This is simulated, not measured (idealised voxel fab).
process module | voxel self aligned vias
This is section cut - it's 275 nm across, gridded in 5 nm square cells.
A cross-section is written here as square cells arranged in a grid, and it is given in bands from the top down, each band taking up one or more rows of cells.
The entry gives the band's vertical extent as a top height and a bottom height in nm, then its horizontal make-up as materials from left to right, each with a width in nm. "blank" stands for empty space; a single material marked "everywhere" fills the band edge to edge.
Beneath 0, the wafer as received is one material, and that level is where height counting begins. The lowest band goes on downward without a bottom; it is written like "z 0 and below".
The width entry "30..40" should be interpreted row by row: the top row of cells in the band takes the first number, the bottom row takes the second number, and the change between adjacent rows is uniform throughout.
When a step is marked "no alteration", none of the cells in the cross-section changed during that step.
This entry, "Closed void inventory", enumerates those empty regions of no fewer than 8 cells that possess no open connection to the top. Each region is reported in the form width x height at distance, the distance being taken from the left edge, with all three quantities expressed in nm.
On a step's line, text after the settings is the simulator commenting on that step.
Regarding "overlay nm": on a step with a mask, it is the distance the mask lay to the right of its planned place; a negative value places it to the left.

[Process steps - plan]
- 1: op RECEIVE | material Si
- 2: op CONFORMAL_DEP | material SiO2 | thk nm 15
- 3: op CONFORMAL_DEP | material SiCN | thk nm 5
- 4: op DIRECTIONAL_DEP | material SiO2 | thk nm 25
- 5: op PATTERN | tone open | mask id LINES | material resist | width nm 25 | pitch nm 75 | thk nm 15 | overlay nm 0
- 6: op DIRECTIONAL_ETCH | etch materials SiO2 | depth nm 25
- 7: op STRIP | etch materials resist
- 8: op CONFORMAL_DEP | material TiN | thk nm 5
- 9: op FILL_DEP | material Ru | thk nm 10
- 10: op CMP | height nm 45
- 11: op SELECTIVE_ETCH | etch materials W Ru TiN | depth nm 10
- 12: op FILL_DEP | material SiN | thk nm 5
- 13: op CMP | height nm 45
- 14: op DIRECTIONAL_DEP | material SiO2 | thk nm 15
- 15: op PATTERN | tone open | mask id VIAS | material resist | width nm 45 | pitch nm 150 | thk nm 20 | overlay nm 0
- 16: op DIRECTIONAL_ETCH | etch materials SiO2 | depth nm 15
- 17: op DIRECTIONAL_ETCH | etch materials SiN | depth nm 10
- 18: op STRIP | etch materials resist
- 19: op CONFORMAL_DEP | material TiN | thk nm 5
- 20: op FILL_DEP | material W | thk nm 5
- 21: op CMP | height nm 60
- 22: op CONFORMAL_DEP | material SiN | thk nm 5

[First of two wafers - as planned]

[Cross-sectional view of the wafer in its as-received condition, corresponding to the state after step 1]
z 0 and below: Si everywhere
Closed void inventory: none

[You're looking at a cross-section of the wafer after step 2]
z 15 to 0: SiO2 everywhere
Everything under 0 stays put, no change at all.

[You're looking at a cross-section of the wafer after step 3]
z 20 to 15: SiCN everywhere
Everything under 15 stays put, no change at all.

[You're looking at a cross-section of the wafer after step 4]
z 45 to 20: SiO2 everywhere
Everything under 20 stays put, no change at all.

[You're looking at a cross-section of the wafer after step 5]
z 60 to 45: resist=50 | blank=25 | resist=50 | blank=25 | resist=50 | blank=25 | resist=50
Everything under 45 stays put, no change at all.

[You're looking at a cross-section of the wafer after step 6]
z 60 to 45: resist=50 | blank=25 | resist=50 | blank=25 | resist=50 | blank=25 | resist=50
z 45 to 20: SiO2=50 | blank=25 | SiO2=50 | blank=25 | SiO2=50 | blank=25 | SiO2=50
Everything under 20 stays put, no change at all.

[You're looking at a cross-section of the wafer after step 7]
z 45 to 20: SiO2=50 | blank=25 | SiO2=50 | blank=25 | SiO2=50 | blank=25 | SiO2=50
Everything under 20 stays put, no change at all.

[You're looking at a cross-section of the wafer after step 8]
z 50 to 45: TiN=55 | blank=15 | TiN=60 | blank=15 | TiN=60 | blank=15 | TiN=55
z 45 to 25: SiO2=50 | TiN=5 | blank=15 | TiN=5 | SiO2=50 | TiN=5 | blank=15 | TiN=5 | SiO2=50 | TiN=5 | blank=15 | TiN=5 | SiO2=50
z 25 to 20: SiO2=50 | TiN=25 | SiO2=50 | TiN=25 | SiO2=50 | TiN=25 | SiO2=50
Everything under 20 stays put, no change at all.

[You're looking at a cross-section of the wafer after step 9]
z 60 to 50: Ru everywhere
z 50 to 45: TiN=55 | Ru=15 | TiN=60 | Ru=15 | TiN=60 | Ru=15 | TiN=55
z 45 to 25: SiO2=50 | TiN=5 | Ru=15 | TiN=5 | SiO2=50 | TiN=5 | Ru=15 | TiN=5 | SiO2=50 | TiN=5 | Ru=15 | TiN=5 | SiO2=50
Everything under 25 stays put, no change at all.

[You're looking at a cross-section of the wafer after step 10]
z 45 to 25: SiO2=50 | TiN=5 | Ru=15 | TiN=5 | SiO2=50 | TiN=5 | Ru=15 | TiN=5 | SiO2=50 | TiN=5 | Ru=15 | TiN=5 | SiO2=50
Everything under 25 stays put, no change at all.

[You're looking at a cross-section of the wafer after step 11]
z 45 to 35: SiO2=50 | blank=25 | SiO2=50 | blank=25 | SiO2=50 | blank=25 | SiO2=50
Everything under 35 stays put, no change at all.

[You're looking at a cross-section of the wafer after step 12]
z 50 to 45: SiN everywhere
z 45 to 35: SiO2=50 | SiN=25 | SiO2=50 | SiN=25 | SiO2=50 | SiN=25 | SiO2=50
Everything under 35 stays put, no change at all.

[You're looking at a cross-section of the wafer after step 13]
z 45 to 35: SiO2=50 | SiN=25 | SiO2=50 | SiN=25 | SiO2=50 | SiN=25 | SiO2=50
Everything under 35 stays put, no change at all.

[You're looking at a cross-section of the wafer after step 14]
z 60 to 45: SiO2 everywhere
Everything under 45 stays put, no change at all.

[You're looking at a cross-section of the wafer after step 15]
z 80 to 60: resist=40 | blank=45 | resist=105 | blank=45 | resist=40
Everything under 60 stays put, no change at all.

[You're looking at a cross-section of the wafer after step 16]
z 80 to 60: resist=40 | blank=45 | resist=105 | blank=45 | resist=40
z 60 to 45: SiO2=40 | blank=45 | SiO2=105 | blank=45 | SiO2=40
Everything under 45 stays put, no change at all.

[You're looking at a cross-section of the wafer after step 17]
z 80 to 60: resist=40 | blank=45 | resist=105 | blank=45 | resist=40
z 60 to 45: SiO2=40 | blank=45 | SiO2=105 | blank=45 | SiO2=40
z 45 to 35: SiO2=50 | blank=25 | SiO2=50 | SiN=25 | SiO2=50 | blank=25 | SiO2=50
Everything under 35 stays put, no change at all.

[You're looking at a cross-section of the wafer after step 18]
z 60 to 45: SiO2=40 | blank=45 | SiO2=105 | blank=45 | SiO2=40
Everything under 45 stays put, no change at all.

[You're looking at a cross-section of the wafer after step 19]
z 65 to 60: TiN=45 | blank=35 | TiN=115 | blank=35 | TiN=45
z 60 to 50: SiO2=40 | TiN=5 | blank=35 | TiN=5 | SiO2=105 | TiN=5 | blank=35 | TiN=5 | SiO2=40
z 50 to 45: SiO2=40 | TiN=15 | blank=15 | TiN=15 | SiO2=105 | TiN=15 | blank=15 | TiN=15 | SiO2=40
z 45 to 40: SiO2=50 | TiN=5 | blank=15 | TiN=5 | SiO2=50 | SiN=25 | SiO2=50 | TiN=5 | blank=15 | TiN=5 | SiO2=50
z 40 to 35: SiO2=50 | TiN=25 | SiO2=50 | SiN=25 | SiO2=50 | TiN=25 | SiO2=50
Everything under 35 stays put, no change at all.

[You're looking at a cross-section of the wafer after step 20]
z 70 to 65: W everywhere
z 65 to 60: TiN=45 | W=35 | TiN=115 | W=35 | TiN=45
z 60 to 50: SiO2=40 | TiN=5 | W=35 | TiN=5 | SiO2=105 | TiN=5 | W=35 | TiN=5 | SiO2=40
z 50 to 45: SiO2=40 | TiN=15 | W=15 | TiN=15 | SiO2=105 | TiN=15 | W=15 | TiN=15 | SiO2=40
z 45 to 40: SiO2=50 | TiN=5 | W=15 | TiN=5 | SiO2=50 | SiN=25 | SiO2=50 | TiN=5 | W=15 | TiN=5 | SiO2=50
Everything under 40 stays put, no change at all.

[You're looking at a cross-section of the wafer after step 21]
z 60 to 50: SiO2=40 | TiN=5 | W=35 | TiN=5 | SiO2=105 | TiN=5 | W=35 | TiN=5 | SiO2=40
Everything under 50 stays put, no change at all.

[You're looking at a cross-section of the wafer after step 22]
z 65 to 60: SiN everywhere
Everything under 60 stays put, no change at all.

[Now the other wafer: same start, same recipe, but we messed up one thing when running it. Up to and including step 14 it's the same as the first one]

[Second wafer profile in section, at the moment step 15 of the plan was meant to be complete]
z 80 to 60: resist=30 | blank=45 | resist=105 | blank=45 | resist=50
Everything under 60 stays put, no change at all.

[Second wafer profile in section, at the moment step 16 of the plan was meant to be complete]
z 80 to 60: resist=30 | blank=45 | resist=105 | blank=45 | resist=50
z 60 to 45: SiO2=30 | blank=45 | SiO2=105 | blank=45 | SiO2=50
Everything under 45 stays put, no change at all.

[Second wafer profile in section, at the moment step 17 of the plan was meant to be complete]
z 80 to 60: resist=30 | blank=45 | resist=105 | blank=45 | resist=50
z 60 to 45: SiO2=30 | blank=45 | SiO2=105 | blank=45 | SiO2=50
z 45 to 35: SiO2=50 | blank=25 | SiO2=50 | SiN=25 | SiO2=50 | blank=25 | SiO2=50
Everything under 35 stays put, no change at all.

[Second wafer profile in section, at the moment step 18 of the plan was meant to be complete]
z 60 to 45: SiO2=30 | blank=45 | SiO2=105 | blank=45 | SiO2=50
Everything under 45 stays put, no change at all.

[Second wafer profile in section, at the moment step 19 of the plan was meant to be complete]
z 65 to 60: TiN=35 | blank=35 | TiN=115 | blank=35 | TiN=55
z 60 to 50: SiO2=30 | TiN=5 | blank=35 | TiN=5 | SiO2=105 | TiN=5 | blank=35 | TiN=5 | SiO2=50
z 50 to 45: SiO2=30 | TiN=25 | blank=15 | TiN=5 | SiO2=105 | TiN=25 | blank=15 | TiN=5 | SiO2=50
z 45 to 40: SiO2=50 | TiN=5 | blank=15 | TiN=5 | SiO2=50 | SiN=25 | SiO2=50 | TiN=5 | blank=15 | TiN=5 | SiO2=50
z 40 to 35: SiO2=50 | TiN=25 | SiO2=50 | SiN=25 | SiO2=50 | TiN=25 | SiO2=50
Everything under 35 stays put, no change at all.

[Second wafer profile in section, at the moment step 20 of the plan was meant to be complete]
z 70 to 65: W everywhere
z 65 to 60: TiN=35 | W=35 | TiN=115 | W=35 | TiN=55
z 60 to 50: SiO2=30 | TiN=5 | W=35 | TiN=5 | SiO2=105 | TiN=5 | W=35 | TiN=5 | SiO2=50
z 50 to 45: SiO2=30 | TiN=25 | W=15 | TiN=5 | SiO2=105 | TiN=25 | W=15 | TiN=5 | SiO2=50
z 45 to 40: SiO2=50 | TiN=5 | W=15 | TiN=5 | SiO2=50 | SiN=25 | SiO2=50 | TiN=5 | W=15 | TiN=5 | SiO2=50
Everything under 40 stays put, no change at all.

[Second wafer profile in section, at the moment step 21 of the plan was meant to be complete]
z 60 to 50: SiO2=30 | TiN=5 | W=35 | TiN=5 | SiO2=105 | TiN=5 | W=35 | TiN=5 | SiO2=50
Everything under 50 stays put, no change at all.

[Second wafer profile in section, at the moment step 22 of the plan was meant to be complete]
z 65 to 60: SiN everywhere
Everything under 60 stays put, no change at all.
The mistake made against the process plan was this: note that step 15 departed from the planned setting and was carried out as op PATTERN | tone open | mask id VIAS | material resist | width nm 45 | pitch nm 150 | thk nm 20 | overlay nm -10
The concluding comparison shows that, measured in cells, each material is equally abundant on both wafers, albeit at different positions.
